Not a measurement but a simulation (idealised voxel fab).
Proc. module: voxel self aligned vias
It is cross-section cut that appears here, measuring 205 nm in width, its square cells being 5 nm in size.
How to read a cross-section here: the picture is a grid of square cells, written as bands going from the top down, and any band can span one or more rows of cells. This entry defines a band. It first specifies the height of the band's top and the height of its bottom in nm, and then specifies the band's materials from left to right, stating each material with its width in nm. The word "edge to edge" identifies a single material that fills the band from edge to edge, while the word "empty" identifies empty space. The level at which height equals 0 is the one under which the wafer, as it arrives, is entirely one material. No lower edge exists for the bottom band, which continues downward and is notated as in "0 and below". It should be noted that a width expressed as "30..40" varies in equal increments from row to row of cells within the band, taking the value of the first number at the top row and that of the second number at the bottom row. Step marked "everything unchanged"? Then no cell in the cross-section changed in it. "Sealed void inventory" enumerates empty spaces isolated from the top, with no open way to it, that contain at least 8 cells, giving each as width x height at distance from the left edge, all three in nm. Whatever follows a step's settings on its line is a remark the simulator itself makes about that step. overlay nm: mask offset rightward from planned place, masked step; negative means leftward offset.

-- Steps planned for the process
1) RECEIVE, material Si
2) CONFORMAL_DEP, material SiO2, thk nm 10
3) CONFORMAL_DEP, material SiCN, thk nm 5
4) DIRECTIONAL_DEP, material lowk, thk nm 30
5) MASKED_ETCH, tone open, mask id LINES, width nm 20, pitch nm 65, etch materials lowk, depth nm 30, overlay nm 0
6) CONFORMAL_DEP, material TiN, thk nm 5
7) FILL_DEP, material W, thk nm 5
8) CMP, height nm 45
9) SELECTIVE_ETCH, etch materials W Ru TiN, depth nm 5
10) FILL_DEP, material SiN, thk nm 5
11) CMP, height nm 45
12) DIRECTIONAL_DEP, material lowk, thk nm 15
13) PATTERN, tone open, mask id VIAS, material resist, width nm 40, pitch nm 65, thk nm 20, overlay nm 0
14) DIRECTIONAL_ETCH, etch materials lowk, depth nm 15
15) DIRECTIONAL_ETCH, etch materials SiN, depth nm 5
16) STRIP, etch materials resist
17) CONFORMAL_DEP, material TiN, thk nm 5
18) FILL_DEP, material Cu, thk nm 10
19) CMP, height nm 60
20) CONFORMAL_DEP, material SiCN, thk nm 5

-- Wafer as received: cross-section following step 1
> 0 and below = Si edge to edge
> Sealed void inventory: none

-- Here's the cross-section of the first of our two wafers at the end of the module - it ran as planned
> 65 down to 60 = SiCN edge to edge
> 60 down to 50 = lowk 15, TiN 5, Cu 30, TiN 5, lowk 25, TiN 5, Cu 30, TiN 5, lowk 25, TiN 5, Cu 30, TiN 5, lowk 20
> 50 down to 45 = lowk 15, TiN 15, Cu 10, TiN 15, lowk 25, TiN 15, Cu 10, TiN 15, lowk 25, TiN 15, Cu 10, TiN 15, lowk 20
> 45 down to 40 = lowk 25, TiN 20, lowk 45, TiN 20, lowk 45, TiN 20, lowk 30
> 40 down to 20 = lowk 25, TiN 5, W 10, TiN 5, lowk 45, TiN 5, W 10, TiN 5, lowk 45, TiN 5, W 10, TiN 5, lowk 30
> 20 down to 15 = lowk 25, TiN 20, lowk 45, TiN 20, lowk 45, TiN 20, lowk 30
> 15 down to 10 = SiCN edge to edge
> 10 down to 0 = SiO2 edge to edge
> 0 and below = Si edge to edge
> Sealed void inventory: none

-- Wafer two (of two), end-of-module cross-section: start = wafer one, plan = wafer one, one run mistake
> 65 down to 60 = SiCN edge to edge
> 60 down to 45 = lowk 15, TiN 5, Cu 30, TiN 5, lowk 25, TiN 5, Cu 30, TiN 5, lowk 25, TiN 5, Cu 30, TiN 5, lowk 20
> 45 down to 40 = lowk 15, TiN 40, lowk 25, TiN 40, lowk 25, TiN 40, lowk 20
> 40 down to 30 = lowk 15, TiN 15, W 10, TiN 15, lowk 25, TiN 15, W 10, TiN 15, lowk 25, TiN 15, W 10, TiN 15, lowk 20
> 30 down to 20 = lowk 25, TiN 5, W 10, TiN 5, lowk 45, TiN 5, W 10, TiN 5, lowk 45, TiN 5, W 10, TiN 5, lowk 30
> 20 down to 15 = lowk 25, TiN 20, lowk 45, TiN 20, lowk 45, TiN 20, lowk 30
> 15 down to 10 = SiCN edge to edge
> 10 down to 0 = SiO2 edge to edge
> 0 and below = Si edge to edge
> Sealed void inventory: none
Want to know what went wrong? in the plan, step 14 was performed twice
Final difference in cells, second wafer against first, listed per material as more or fewer: 12 more of Cu; 24 more of TiN; 36 fewer of lowk
